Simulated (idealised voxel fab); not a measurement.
A process module follows: voxel self aligned contacts.
Cross-section cut: width 215 nm, square cells of 5 nm.
Cross-section layout: square cells on a grid; listed as bands, top to bottom; a band spans one or more cell rows. Band: top height; bottom height; in nm. Then, left to right: material with width in nm, for each material. "full width": a single material spanning edge to edge. "empty": empty space. For the purposes of this specification, 0 denotes the height below which the wafer in its as-received condition is composed wholly of one material, and the lowermost band, lacking a lower limit, extends downward without end, as expressed in "top 0, no bottom". Per-row width for "30->40": begins at first number (top row of band), ends at second number (bottom row), increment between rows held constant. "nothing got changed" means the step left every cell of the cross-section as it was. "Trapped cavities" contains a list of empty spaces, each no smaller than 8 cells and without an open way to the top, written in the form width x height at distance with the distance from the left edge and all three in nm. Heads up: the bit after the settings on a step's line is the simulator's remark on that step. You can add "overlay nm" to a step's line. For a step with a mask, it describes how far the mask lay to the right of its planned position, and a negative number describes a lay to the left.
These are the steps we planned for the process
1,RECEIVE, material Si
2,OXIDIZE, depth nm 5
3,DIRECTIONAL_DEP, material polySi, thk nm 30
4,DIRECTIONAL_DEP, material SiN, thk nm 20
5,DIRECTIONAL_DEP, material aC, thk nm 10
6,PATTERN, tone cover, mask id GATE, material resist, width nm 25, pitch nm 60, thk nm 25, overlay nm 0
7,DIRECTIONAL_ETCH, etch materials aC, depth nm 10
8,STRIP, etch materials resist
9,DIRECTIONAL_ETCH, etch materials SiN, depth nm 20
10,DIRECTIONAL_ETCH, etch materials polySi, depth nm 30
11,STRIP, etch materials aC
12,CONFORMAL_DEP, material SiN, thk nm 5
13,DIRECTIONAL_ETCH, etch materials SiN, depth nm 5
14,FILL_DEP, material SiO2, thk nm 10
15,CMP, height nm 55
16,PATTERN, tone open, mask id CONTACT, material resist, width nm 45, thk nm 15, overlay nm -15
17,DIRECTIONAL_ETCH, etch materials SiO2, depth nm 60
18,STRIP, etch materials resist
19,CONFORMAL_DEP, material TiN, thk nm 5
20,FILL_DEP, material Ru, thk nm 10
21,CMP, height nm 55
22,CONFORMAL_DEP, material SiN, thk nm 5
Quick note for whoever runs this: the wafers start identical, but the overlay nm at step 16 isn't the same across them. The plan just shows what the first wafer had.
Cross-section, first of several wafers, as delivered after step 1
	top 0, no bottom  Si full width
	Trapped cavities: none
Take any row and you have a wafer at the end of the module: how many cells of each material it has gained (+) or lost (-) since it was received, and then its closed voids
overlay nm -15; +22 Ru; -43 Si; +123 SiN; +323 SiO2; +31 TiN; +60 polySi; Trapped cavities: none
overlay nm -10; +33 Ru; -43 Si; +123 SiN; +312 SiO2; +31 TiN; +60 polySi; Trapped cavities: none
overlay nm -5; +33 Ru; -43 Si; +123 SiN; +312 SiO2; +31 TiN; +60 polySi; Trapped cavities: none
overlay nm 0; +33 Ru; -43 Si; +123 SiN; +312 SiO2; +31 TiN; +60 polySi; Trapped cavities: none
overlay nm 5; +33 Ru; -43 Si; +123 SiN; +312 SiO2; +31 TiN; +60 polySi; Trapped cavities: none
overlay nm 10; +33 Ru; -43 Si; +123 SiN; +312 SiO2; +31 TiN; +60 polySi; Trapped cavities: none
overlay nm 15; +22 Ru; -43 Si; +123 SiN; +323 SiO2; +31 TiN; +60 polySi; Trapped cavities: none
